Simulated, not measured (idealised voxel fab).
process module | voxel trench capacitor
cross-section cut | 160 nm wide | cells 5 nm
A cross-section is a grid of square cells, given in bands from the top down. A band is one or more rows of cells.
Each band's line starts with the height of the band's top and of its bottom, in nm. Then come its materials from left to right, each with its width in nm. One material with "throughout" fills the band from edge to edge. "air" is empty space.
Height 0 is the level under which the wafer as received is all one material. The lowest band goes on downwards, as in "0 down".
A width such as "30 to 40" changes by the same amount from each row of cells to the next, from the band's top row to its bottom row.
"no change" after a step means that no cell of the cross-section changed.
closed voids: empty space of 8 cells or more with no open way to the top, each as width x height at its distance from the left edge, in nm
after a step's settings: what the simulator itself notes on the step
overlay nm, on a step with a mask: how far to the right of its planned place the mask lay; to the left if negative
plan
1 op RECEIVE | material Si
2 op CONFORMAL_DEP | material SiN | thk nm 5
3 op DIRECTIONAL_DEP | material aC | thk nm 15
4 op PATTERN | tone open | mask id TRENCH | material resist | width nm 25 | pitch nm 45 | thk nm 35 | overlay nm 0
5 op DIRECTIONAL_ETCH | etch materials aC | depth nm 15
6 op STRIP | etch materials resist
7 op DIRECTIONAL_ETCH | etch materials SiN | depth nm 5
8 op DIRECTIONAL_ETCH | etch materials Si | depth nm 30
9 op STRIP | etch materials aC
10 op CONFORMAL_DEP | material Al2O3 | thk nm 5
11 op CONFORMAL_DEP | material TiN | thk nm 5
12 op FILL_DEP | material W | thk nm 10
13 op CMP | height nm 5
first wafer, as planned
as received, after step 1
  0 down: Si throughout
  closed voids: none
after step 2
  5 to 0: SiN throughout
  below 0: unchanged
after step 3
  20 to 5: aC throughout
  below 5: unchanged
after step 4
  55 to 20: resist 45 | air 25 | resist 20 | air 25 | resist 45
  below 20: unchanged
after step 5
  40 to 20: resist 45 | air 25 | resist 20 | air 25 | resist 45
  20 to 5: aC 45 | air 25 | aC 20 | air 25 | aC 45
  below 5: unchanged
after step 6
  20 to 5: aC 45 | air 25 | aC 20 | air 25 | aC 45
  below 5: unchanged
after step 7
  20 to 5: aC 45 | air 25 | aC 20 | air 25 | aC 45
  5 to 0: SiN 45 | air 25 | SiN 20 | air 25 | SiN 45
  below 0: unchanged
after step 8
  20 to 5: aC 45 | air 25 | aC 20 | air 25 | aC 45
  5 to 0: SiN 45 | air 25 | SiN 20 | air 25 | SiN 45
  0 to -30: Si 45 | air 25 | Si 20 | air 25 | Si 45
  below -30: unchanged
after step 9
  5 to 0: SiN 45 | air 25 | SiN 20 | air 25 | SiN 45
  below 0: unchanged
after step 10
  10 to 5: Al2O3 50 | air 15 | Al2O3 30 | air 15 | Al2O3 50
  5 to 0: SiN 45 | Al2O3 5 | air 15 | Al2O3 5 | SiN 20 | Al2O3 5 | air 15 | Al2O3 5 | SiN 45
  0 to -25: Si 45 | Al2O3 5 | air 15 | Al2O3 5 | Si 20 | Al2O3 5 | air 15 | Al2O3 5 | Si 45
  -25 to -30: Si 45 | Al2O3 25 | Si 20 | Al2O3 25 | Si 45
  below -30: unchanged
after step 11
  15 to 10: TiN 55 | air 5 | TiN 40 | air 5 | TiN 55
  10 to 5: Al2O3 50 | TiN 5 | air 5 | TiN 5 | Al2O3 30 | TiN 5 | air 5 | TiN 5 | Al2O3 50
  5 to 0: SiN 45 | Al2O3 5 | TiN 5 | air 5 | TiN 5 | Al2O3 5 | SiN 20 | Al2O3 5 | TiN 5 | air 5 | TiN 5 | Al2O3 5 | SiN 45
  0 to -20: Si 45 | Al2O3 5 | TiN 5 | air 5 | TiN 5 | Al2O3 5 | Si 20 | Al2O3 5 | TiN 5 | air 5 | TiN 5 | Al2O3 5 | Si 45
  -20 to -25: Si 45 | Al2O3 5 | TiN 15 | Al2O3 5 | Si 20 | Al2O3 5 | TiN 15 | Al2O3 5 | Si 45
  below -25: unchanged
after step 12
  25 to 15: W throughout
  15 to 10: TiN 55 | W 5 | TiN 40 | W 5 | TiN 55
  10 to 5: Al2O3 50 | TiN 5 | W 5 | TiN 5 | Al2O3 30 | TiN 5 | W 5 | TiN 5 | Al2O3 50
  5 to 0: SiN 45 | Al2O3 5 | TiN 5 | W 5 | TiN 5 | Al2O3 5 | SiN 20 | Al2O3 5 | TiN 5 | W 5 | TiN 5 | Al2O3 5 | SiN 45
  0 to -20: Si 45 | Al2O3 5 | TiN 5 | W 5 | TiN 5 | Al2O3 5 | Si 20 | Al2O3 5 | TiN 5 | W 5 | TiN 5 | Al2O3 5 | Si 45
  below -20: unchanged
after step 13
  5 to 0: SiN 45 | Al2O3 5 | TiN 5 | W 5 | TiN 5 | Al2O3 5 | SiN 20 | Al2O3 5 | TiN 5 | W 5 | TiN 5 | Al2O3 5 | SiN 45
  below 0: unchanged
second wafer: like start, like plan, one mistake. Through step 11 it matches the first wafer
when step 12 should have ended
  25 to 15: SiN throughout
  15 to 10: TiN 55 | SiN 5 | TiN 40 | SiN 5 | TiN 55
  10 to 5: Al2O3 50 | TiN 5 | SiN 5 | TiN 5 | Al2O3 30 | TiN 5 | SiN 5 | TiN 5 | Al2O3 50
  5 to 0: SiN 45 | Al2O3 5 | TiN 5 | SiN 5 | TiN 5 | Al2O3 5 | SiN 20 | Al2O3 5 | TiN 5 | SiN 5 | TiN 5 | Al2O3 5 | SiN 45
  0 to -20: Si 45 | Al2O3 5 | TiN 5 | SiN 5 | TiN 5 | Al2O3 5 | Si 20 | Al2O3 5 | TiN 5 | SiN 5 | TiN 5 | Al2O3 5 | Si 45
  below -20: unchanged
when step 13 should have ended
  5 to 0: SiN 45 | Al2O3 5 | TiN 5 | SiN 5 | TiN 5 | Al2O3 5 | SiN 20 | Al2O3 5 | TiN 5 | SiN 5 | TiN 5 | Al2O3 5 | SiN 45
  below 0: unchanged
what went wrong: step 12 ran as: op FILL_DEP | material SiN | thk nm 10
at the end the second wafer has, in cells: 10 more of SiN | 10 fewer of W
